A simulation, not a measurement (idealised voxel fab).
Presented below is a process module, voxel tone inversion.
We display cut, a cross-section 270 nm in width whose square cells are each 5 nm.
Notation: cross-section as square-cell grid; stated in bands, top first, going down; one or more cell rows per band.
Quick guide to a band line: top height, bottom height (nm) up front; then every material left to right with its width in nm. Only one material and it's marked "throughout"? Then it fills the band edge to edge. And "empty" just means empty space.
Height datum 0, below which the as-received substrate wafer is one material. Lowest band open at the bottom, running downward: "0 -> down".
Width "30->40": first value at the band's top row of cells, second value at its bottom row, equal change from row to row.
"no modifications" -> step changed no cross-section cell.
What "Voids, fully enclosed" gives you is every empty space of 8 cells or more that is cut off from the top. Each appears as width x height at distance, with the distance taken from the left edge and width, height and distance all in nm.
Post-settings text on a step line: simulator's own remark regarding the step.
overlay nm, on a step with a mask: how far to the right of its planned place the mask lay; to the left if negative
Process steps - plan:
1 RECEIVE (material Si)
2 CONFORMAL_DEP (material SiN; thk nm 10)
3 DIRECTIONAL_DEP (material polySi; thk nm 15)
4 PATTERN (tone cover; mask id POSTS; material resist; width nm 20; pitch nm 40; thk nm 25; overlay nm 0)
5 DIRECTIONAL_ETCH (etch materials polySi; depth nm 15)
6 STRIP (etch materials resist)
7 FILL_DEP (material lowk; thk nm 5)
8 CMP (height nm 25)
9 STRIP (etch materials polySi)
10 CONFORMAL_DEP (material TiN; thk nm 5)
11 FILL_DEP (material Ru; thk nm 10)
12 CMP (height nm 25)
13 CONFORMAL_DEP (material SiCN; thk nm 5)
Cross-section of the incoming wafer, state after step 1:
- 0 -> down  Si throughout
- Voids, fully enclosed: none
Post-module cross-section: identical start and plan to those above, one misstep in execution:
- 20 -> 15  SiCN throughout
- 15 -> 10  85 of lowk | 20 of TiN | 20 of lowk | 20 of TiN | 20 of lowk | 20 of TiN | 85 of lowk
- 10 -> 0  SiN throughout
- 0 -> down  Si throughout
- Voids, fully enclosed: none
Misprocessing identified: off-plan run, step 12, actual operation and settings CMP (height nm 15)
